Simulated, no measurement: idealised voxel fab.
Title: Process Module voxel wiring stack
160 nm wide, 5 nm square cells: that's cross-section cut.
In what follows, cross-sections appear as grids of square cells, described through bands that run from the top down, where every band is one or more rows of cells.
A band entry consists of two parts. The first gives the height of the band's top and the height of its bottom, in nm. The rest lists the band's materials from left to right, each with its width in nm. A single material labelled with the word "throughout" fills the band from edge to edge, and the word "air" marks empty space.
Heads up on the height convention: 0 is the point under which the incoming wafer is all one material, and the lowest band has no bottom, it just keeps going down, like "0 down".
The notation "30->40" denotes a width that varies across the rows of cells in the band, beginning at the first number in the top row, finishing at the second number in the bottom row, and changing by an identical amount from each row to the next.
Step note "no change occurred" = no cross-section cell changed.
"Fully closed voids" specifies each empty space that is not open to the top and that occupies no fewer than 8 cells, using the form width x height at distance, the distance measured from the left edge and all three quantities in nm.
Anything after a step's settings on that line? It's the simulator's own note about the step.
The optional step-line setting "overlay nm" applies to steps with a mask and quantifies how far to the right of its planned location the mask lay, a negative value indicating leftward placement.

-- plan
1. RECEIVE (material Si)
2. CONFORMAL_DEP (material SiO2; thk nm 15)
3. DIRECTIONAL_DEP (material TiN; thk nm 5)
4. DIRECTIONAL_DEP (material W; thk nm 20)
5. MASKED_ETCH (tone cover; mask id METAL_1; width nm 20; pitch nm 50; etch materials W; depth nm 20; overlay nm 0)
6. MASKED_ETCH (tone cover; mask id METAL_1; width nm 20; pitch nm 50; etch materials TiN; depth nm 5; overlay nm 0)
7. FILL_DEP (material SiO2; thk nm 10)
8. CMP (height nm 40)
9. CONFORMAL_DEP (material SiCN; thk nm 5)
10. DIRECTIONAL_DEP (material SiO2; thk nm 20)
11. DIRECTIONAL_DEP (material aC; thk nm 15)
12. PATTERN (tone open; mask id PLUG_1; material resist; width nm 15; pitch nm 50; thk nm 35; overlay nm 0)
13. DIRECTIONAL_ETCH (etch materials aC; depth nm 15)
14. STRIP (etch materials resist)
15. DIRECTIONAL_ETCH (etch materials SiO2; depth nm 20)
16. DIRECTIONAL_ETCH (etch materials SiCN; depth nm 5)
17. STRIP (etch materials aC)
18. EPI (material Ru; thk nm 10)
19. EPI (material Ru; thk nm 10)
20. EPI (material Ru; thk nm 5)
21. DIRECTIONAL_DEP (material TiN; thk nm 5)
22. DIRECTIONAL_DEP (material Ru; thk nm 25)
23. PATTERN (tone cover; mask id METAL_2; material resist; width nm 20; pitch nm 50; thk nm 15; overlay nm 0)
24. DIRECTIONAL_ETCH (etch materials Ru; depth nm 25)
25. DIRECTIONAL_ETCH (etch materials TiN; depth nm 5)
26. STRIP (etch materials resist)
27. FILL_DEP (material SiO2; thk nm 10)
28. CMP (height nm 95)
29. CONFORMAL_DEP (material SiCN; thk nm 5)

-- So, the first of our two wafers, run just as we planned it

-- as received, after step 1
  0 down | Si throughout
  Fully closed voids: none

-- Cross-section of the wafer after step 2
  15 to 0 | SiO2 throughout
  Anything lower than 0 is untouched.

-- Cross-section of the wafer after step 3
  20 to 15 | TiN throughout
  Anything lower than 15 is untouched.

-- Cross-section of the wafer after step 4
  40 to 20 | W throughout
  Anything lower than 20 is untouched.

-- Cross-section of the wafer after step 5
  40 to 20 | air=20, then W=20, then air=30, then W=20, then air=30, then W=20, then air=20
  Anything lower than 20 is untouched.

-- Cross-section of the wafer after step 6
  40 to 20 | air=20, then W=20, then air=30, then W=20, then air=30, then W=20, then air=20
  20 to 15 | air=20, then TiN=20, then air=30, then TiN=20, then air=30, then TiN=20, then air=20
  Anything lower than 15 is untouched.

-- Cross-section of the wafer after step 7
  50 to 40 | SiO2 throughout
  40 to 20 | SiO2=20, then W=20, then SiO2=30, then W=20, then SiO2=30, then W=20, then SiO2=20
  20 to 15 | SiO2=20, then TiN=20, then SiO2=30, then TiN=20, then SiO2=30, then TiN=20, then SiO2=20
  Anything lower than 15 is untouched.

-- Cross-section of the wafer after step 8
  40 to 20 | SiO2=20, then W=20, then SiO2=30, then W=20, then SiO2=30, then W=20, then SiO2=20
  Anything lower than 20 is untouched.

-- Cross-section of the wafer after step 9
  45 to 40 | SiCN throughout
  Anything lower than 40 is untouched.

-- Cross-section of the wafer after step 10
  65 to 45 | SiO2 throughout
  Anything lower than 45 is untouched.

-- Cross-section of the wafer after step 11
  80 to 65 | aC throughout
  Anything lower than 65 is untouched.

-- Cross-section of the wafer after step 12
  115 to 80 | resist=20, then air=15, then resist=35, then air=15, then resist=35, then air=15, then resist=25
  Anything lower than 80 is untouched.

-- Cross-section of the wafer after step 13
  100 to 80 | resist=20, then air=15, then resist=35, then air=15, then resist=35, then air=15, then resist=25
  80 to 65 | aC=20, then air=15, then aC=35, then air=15, then aC=35, then air=15, then aC=25
  Anything lower than 65 is untouched.

-- Cross-section of the wafer after step 14
  80 to 65 | aC=20, then air=15, then aC=35, then air=15, then aC=35, then air=15, then aC=25
  Anything lower than 65 is untouched.

-- Cross-section of the wafer after step 15
  80 to 65 | aC=20, then air=15, then aC=35, then air=15, then aC=35, then air=15, then aC=25
  65 to 45 | SiO2=20, then air=15, then SiO2=35, then air=15, then SiO2=35, then air=15, then SiO2=25
  Anything lower than 45 is untouched.

-- Cross-section of the wafer after step 16
  80 to 65 | aC=20, then air=15, then aC=35, then air=15, then aC=35, then air=15, then aC=25
  65 to 45 | SiO2=20, then air=15, then SiO2=35, then air=15, then SiO2=35, then air=15, then SiO2=25
  45 to 40 | SiCN=20, then air=15, then SiCN=35, then air=15, then SiCN=35, then air=15, then SiCN=25
  Anything lower than 40 is untouched.

-- Cross-section of the wafer after step 17
  65 to 45 | SiO2=20, then air=15, then SiO2=35, then air=15, then SiO2=35, then air=15, then SiO2=25
  Anything lower than 45 is untouched.

-- Cross-section of the wafer after step 18
  65 to 50 | SiO2=20, then air=15, then SiO2=35, then air=15, then SiO2=35, then air=15, then SiO2=25
  50 to 45 | SiO2=20, then Ru=15, then SiO2=35, then Ru=15, then SiO2=35, then Ru=15, then SiO2=25
  45 to 40 | SiCN=20, then Ru=15, then SiCN=35, then Ru=15, then SiCN=35, then Ru=15, then SiCN=25
  Anything lower than 40 is untouched.

-- Cross-section of the wafer after step 19
  65 to 60 | SiO2=20, then air=15, then SiO2=35, then air=15, then SiO2=35, then air=15, then SiO2=25
  60 to 45 | SiO2=20, then Ru=15, then SiO2=35, then Ru=15, then SiO2=35, then Ru=15, then SiO2=25
  Anything lower than 45 is untouched.

-- Cross-section of the wafer after step 20
  65 to 45 | SiO2=20, then Ru=15, then SiO2=35, then Ru=15, then SiO2=35, then Ru=15, then SiO2=25
  Anything lower than 45 is untouched.

-- Cross-section of the wafer after step 21
  70 to 65 | TiN throughout
  Anything lower than 65 is untouched.

-- Cross-section of the wafer after step 22
  95 to 70 | Ru throughout
  Anything lower than 70 is untouched.

-- Cross-section of the wafer after step 23
  110 to 95 | air=20, then resist=20, then air=30, then resist=20, then air=30, then resist=20, then air=20
  Anything lower than 95 is untouched.

-- Cross-section of the wafer after step 24
  110 to 95 | air=20, then resist=20, then air=30, then resist=20, then air=30, then resist=20, then air=20
  95 to 70 | air=20, then Ru=20, then air=30, then Ru=20, then air=30, then Ru=20, then air=20
  Anything lower than 70 is untouched.

-- Cross-section of the wafer after step 25
  110 to 95 | air=20, then resist=20, then air=30, then resist=20, then air=30, then resist=20, then air=20
  95 to 70 | air=20, then Ru=20, then air=30, then Ru=20, then air=30, then Ru=20, then air=20
  70 to 65 | air=20, then TiN=20, then air=30, then TiN=20, then air=30, then TiN=20, then air=20
  Anything lower than 65 is untouched.

-- Cross-section of the wafer after step 26
  95 to 70 | air=20, then Ru=20, then air=30, then Ru=20, then air=30, then Ru=20, then air=20
  Anything lower than 70 is untouched.

-- Cross-section of the wafer after step 27
  105 to 95 | SiO2 throughout
  95 to 70 | SiO2=20, then Ru=20, then SiO2=30, then Ru=20, then SiO2=30, then Ru=20, then SiO2=20
  70 to 65 | SiO2=20, then TiN=20, then SiO2=30, then TiN=20, then SiO2=30, then TiN=20, then SiO2=20
  Anything lower than 65 is untouched.

-- Cross-section of the wafer after step 28
  95 to 70 | SiO2=20, then Ru=20, then SiO2=30, then Ru=20, then SiO2=30, then Ru=20, then SiO2=20
  Anything lower than 70 is untouched.

-- Cross-section of the wafer after step 29
  100 to 95 | SiCN throughout
  Anything lower than 95 is untouched.

-- Regarding the second of the two wafers: it shared the first wafer's starting condition and process plan, yet one error occurred during its execution. Its history coincides with that of the first wafer up to and including step 21

-- Planned end of step 22: second wafer, cross-section
  95 to 70 | W throughout
  Anything lower than 70 is untouched.

-- Planned end of step 23: second wafer, cross-section
  110 to 95 | air=20, then resist=20, then air=30, then resist=20, then air=30, then resist=20, then air=20
  Anything lower than 95 is untouched.

Planned end of step 24: second wafer, cross-section: no change occurred

Planned end of step 25: second wafer, cross-section: no change occurred

-- Planned end of step 26: second wafer, cross-section
  95 to 70 | W throughout
  Anything lower than 70 is untouched.

-- Planned end of step 27: second wafer, cross-section
  105 to 95 | SiO2 throughout
  Anything lower than 95 is untouched.

-- Planned end of step 28: second wafer, cross-section
  95 to 70 | W throughout
  Anything lower than 70 is untouched.

-- Planned end of step 29: second wafer, cross-section
  100 to 95 | SiCN throughout
  Anything lower than 95 is untouched.
So what did we get wrong on this run? step 22 was not run as planned; what actually ran was DIRECTIONAL_DEP (material W; thk nm 25)
End of process, cell counts, second wafer against first, materials with more or fewer: -60 Ru | -120 SiO2 | +20 TiN | +160 W
